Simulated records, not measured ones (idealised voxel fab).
Process module under the name voxel transistor to metal
Square cell edge 5 nm, section width 260 nm, ID cut.
Cross-sections here: square-cell grids, written as top-down lists of bands, a band being one or more rows of cells.
For a band, the entry starts with two heights in nm, that of the top and then that of the bottom, and carries on with the band's materials in order from left to right, each alongside its width in nm; the word "full width" beside a single material means it fills the band edge to edge, and "air" means empty space.
Zero point of the height axis is 0; under it, received wafer = one material. Lowest band: continues down indefinitely, "0..down".
Width spec "30->40" -> top row of cells at first value, bottom row at second value, equal per-row change in between.
The cross-section has no changed cell in any step marked "nothing different".
"Enclosed void entries" lists enclosed empty spaces (at least 8 cells, no open path upward to the top), each as width x height at distance from the left edge, in nm.
Anything after a step's settings on that line? It's the simulator's own note about the step.
Regarding "overlay nm": on a step with a mask, it is the distance the mask lay to the right of its planned place; a negative value places it to the left.
THIS SECTION LISTS THE PROCESS STEPS THAT WERE PLANNED
1) op RECEIVE | material Si
2) op CONFORMAL_DEP | material SiO2 | thk nm 5
3) op CONFORMAL_DEP | material SiN | thk nm 15
4) op PATTERN | tone cover | mask id ACTIVE | material resist | width nm 90 | pitch nm 120 | thk nm 20 | overlay nm 0
5) op DIRECTIONAL_ETCH | etch materials SiN | depth nm 15
6) op DIRECTIONAL_ETCH | etch materials SiO2 | depth nm 5
7) op DIRECTIONAL_ETCH | etch materials Si | depth nm 30
8) op STRIP | etch materials resist
9) op FILL_DEP | material SiO2 | thk nm 5
10) op CMP | height nm 20
11) op SELECTIVE_ETCH | etch materials SiO2 | depth nm 15
12) op STRIP | etch materials SiN
13) op SELECTIVE_ETCH | etch materials SiO2 | depth nm 5
14) op OXIDIZE | depth nm 5
15) op DIRECTIONAL_DEP | material polySi | thk nm 25
16) op DIRECTIONAL_DEP | material SiCN | thk nm 10
17) op MASKED_ETCH | tone cover | mask id GATE | width nm 20 | pitch nm 120 | etch materials SiCN | depth nm 20 | overlay nm 0
18) op MASKED_ETCH | tone cover | mask id GATE | width nm 20 | pitch nm 120 | etch materials polySi | depth nm 35 | overlay nm 0
19) op CONFORMAL_DEP | material SiN | thk nm 5
20) op DIRECTIONAL_ETCH | etch materials SiN | depth nm 5
21) op DIRECTIONAL_ETCH | etch materials SiO2 | depth nm 5
22) op EPI | material SiGe | thk nm 5
23) op FILL_DEP | material SiO2 | thk nm 5
24) op CMP | height nm 35
25) op DIRECTIONAL_DEP | material SiO2 | thk nm 10
26) op DIRECTIONAL_DEP | material aC | thk nm 15
27) op PATTERN | tone open | mask id CONTACT | material resist | width nm 25 | thk nm 30 | overlay nm 0
28) op DIRECTIONAL_ETCH | etch materials aC | depth nm 15
29) op STRIP | etch materials resist
30) op DIRECTIONAL_ETCH | etch materials SiO2 | depth nm 45
31) op STRIP | etch materials aC
32) op CONFORMAL_DEP | material TiN | thk nm 5
33) op FILL_DEP | material W | thk nm 10
34) op CMP | height nm 45
35) op CONFORMAL_DEP | material SiN | thk nm 5
36) op DIRECTIONAL_DEP | material SiO2 | thk nm 25
37) op DIRECTIONAL_DEP | material aC | thk nm 15
38) op PATTERN | tone open | mask id METAL_1 | material resist | width nm 15 | thk nm 35 | overlay nm 0
39) op DIRECTIONAL_ETCH | etch materials aC | depth nm 15
40) op STRIP | etch materials resist
41) op DIRECTIONAL_ETCH | etch materials SiO2 | depth nm 25
42) op DIRECTIONAL_ETCH | etch materials SiN | depth nm 5
43) op STRIP | etch materials aC
44) op CONFORMAL_DEP | material TiN | thk nm 5
45) op FILL_DEP | material Cu | thk nm 5
46) op CMP | height nm 75
47) op EPI | material Ru | thk nm 5
48) op FILL_DEP | material SiCN | thk nm 5
49) op DIRECTIONAL_DEP | material lowk | thk nm 25
50) op PATTERN | tone open | mask id METAL_2 | material resist | width nm 15 | pitch nm 120 | thk nm 15 | overlay nm 0
51) op DIRECTIONAL_ETCH | etch materials lowk | depth nm 15
52) op STRIP | etch materials resist
53) op DIRECTIONAL_DEP | material aC | thk nm 10
54) op PATTERN | tone open | mask id METAL_2_HOLES | material resist | width nm 15 | pitch nm 120 | thk nm 30 | overlay nm 0
55) op DIRECTIONAL_ETCH | etch materials aC | depth nm 10
56) op STRIP | etch materials resist
57) op DIRECTIONAL_ETCH | etch materials lowk | depth nm 10
58) op DIRECTIONAL_ETCH | etch materials SiCN | depth nm 5
59) op STRIP | etch materials aC
60) op CONFORMAL_DEP | material TiN | thk nm 5
61) op FILL_DEP | material Cu | thk nm 5
62) op CMP | height nm 110
63) op CONFORMAL_DEP | material SiN | thk nm 5
WAFER AS RECEIVED: CROSS-SECTION FOLLOWING STEP 1
    0..down = Si full width
    Enclosed void entries: none
FIRST OF TWO WAFERS, END-OF-MODULE SECTION, RUN FOLLOWED PLAN
    115..110 = SiN full width
    110..85 = lowk=30, then TiN=5, then Cu=5, then TiN=5, then lowk=105, then TiN=5, then Cu=5, then TiN=5, then lowk=95
    85..80 = SiCN=30, then TiN=15, then SiCN=105, then TiN=15, then SiCN=95
    80..75 = SiCN=25, then Ru=25, then SiCN=40, then Ru=25, then SiCN=30, then Ru=25, then SiCN=40, then Ru=25, then SiCN=25
    75..50 = SiO2=30, then TiN=5, then Cu=5, then TiN=5, then SiO2=50, then TiN=5, then Cu=5, then TiN=5, then SiO2=40, then TiN=5, then Cu=5, then TiN=5, then SiO2=50, then TiN=5, then Cu=5, then TiN=5, then SiO2=30
    50..45 = SiN=30, then TiN=15, then SiN=50, then TiN=15, then SiN=40, then TiN=15, then SiN=50, then TiN=15, then SiN=30
    45..35 = SiO2=30, then TiN=5, then W=15, then TiN=5, then SiO2=30, then TiN=5, then W=15, then TiN=5, then SiO2=40, then TiN=5, then W=15, then TiN=5, then SiO2=30, then TiN=5, then W=15, then TiN=5, then SiO2=30
    35..25 = SiO2=30, then TiN=5, then W=15, then TiN=5, then SiN=5, then SiCN=20, then SiN=5, then TiN=5, then W=15, then TiN=5, then SiO2=40, then TiN=5, then W=15, then TiN=5, then SiN=5, then SiCN=20, then SiN=5, then TiN=5, then W=15, then TiN=5, then SiO2=30
    25..5 = SiO2=30, then TiN=5, then W=15, then TiN=5, then SiN=5, then polySi=20, then SiN=5, then TiN=5, then W=15, then TiN=5, then SiO2=40, then TiN=5, then W=15, then TiN=5, then SiN=5, then polySi=20, then SiN=5, then TiN=5, then W=15, then TiN=5, then SiO2=30
    5..0 = SiO2=30, then TiN=25, then SiN=5, then polySi=20, then SiN=5, then TiN=25, then SiO2=40, then TiN=25, then SiN=5, then polySi=20, then SiN=5, then TiN=25, then SiO2=30
    0..-5 = SiO2=20, then SiGe=35, then SiO2=30, then SiGe=35, then SiO2=20, then SiGe=35, then SiO2=30, then SiGe=35, then SiO2=20
    -5..-30 = SiO2=25, then Si=90, then SiO2=30, then Si=90, then SiO2=25
    -30..down = Si full width
    Enclosed void entries: none
SECOND WAFER CROSS-SECTION AT END OF MODULE - SHARED START AND PLAN WITH THE FIRST, ONE MISTAKE IN THE RUN
    115..110 = SiN full width
    110..85 = lowk=30, then TiN=5, then Cu=5, then TiN=5, then lowk=105, then TiN=5, then Cu=5, then TiN=5, then lowk=95
    85..80 = SiCN=30, then TiN=15, then SiCN=105, then TiN=15, then SiCN=95
    80..75 = SiCN=25, then Ru=25, then SiCN=40, then Ru=25, then SiCN=30, then Ru=25, then SiCN=40, then Ru=25, then SiCN=25
    75..50 = SiO2=30, then TiN=5, then Cu=5, then TiN=5, then SiO2=50, then TiN=5, then Cu=5, then TiN=5, then SiO2=40, then TiN=5, then Cu=5, then TiN=5, then SiO2=50, then TiN=5, then Cu=5, then TiN=5, then SiO2=30
    50..45 = SiN=30, then TiN=15, then SiN=50, then TiN=15, then SiN=40, then TiN=15, then SiN=50, then TiN=15, then SiN=30
    45..40 = W=25, then TiN=5, then SiO2=25, then TiN=5, then W=20, then TiN=5, then SiO2=25, then TiN=5, then W=30, then TiN=5, then SiO2=25, then TiN=5, then W=20, then TiN=5, then SiO2=25, then TiN=5, then W=25
    40..35 = W=25, then TiN=5, then SiO2=25, then TiN=30, then SiO2=25, then TiN=5, then W=30, then TiN=5, then SiO2=25, then TiN=30, then SiO2=25, then TiN=5, then W=25
    35..25 = W=25, then TiN=5, then SiO2=25, then SiN=5, then SiCN=20, then SiN=5, then SiO2=25, then TiN=5, then W=30, then TiN=5, then SiO2=25, then SiN=5, then SiCN=20, then SiN=5, then SiO2=25, then TiN=5, then W=25
    25..5 = W=25, then TiN=5, then SiO2=25, then SiN=5, then polySi=20, then SiN=5, then SiO2=25, then TiN=5, then W=30, then TiN=5, then SiO2=25, then SiN=5, then polySi=20, then SiN=5, then SiO2=25, then TiN=5, then W=25
    5..0 = TiN=30, then SiO2=25, then SiN=5, then polySi=20, then SiN=5, then SiO2=25, then TiN=40, then SiO2=25, then SiN=5, then polySi=20, then SiN=5, then SiO2=25, then TiN=30
    0..-5 = SiO2=20, then SiGe=35, then SiO2=30, then SiGe=35, then SiO2=20, then SiGe=35, then SiO2=30, then SiGe=35, then SiO2=20
    -5..-30 = SiO2=25, then Si=90, then SiO2=30, then Si=90, then SiO2=25
    -30..down = Si full width
    Enclosed void entries: none
The plan and the run diverged here: step 27 ran with different settings than intended, the actual operation and settings being op PATTERN | tone cover | mask id CONTACT | material resist | width nm 25 | thk nm 30 | overlay nm 0
Wrapping up, a cell-based count of both wafers puts the second over or under the first for these materials: SiO2 -24 | TiN -16 | W +40
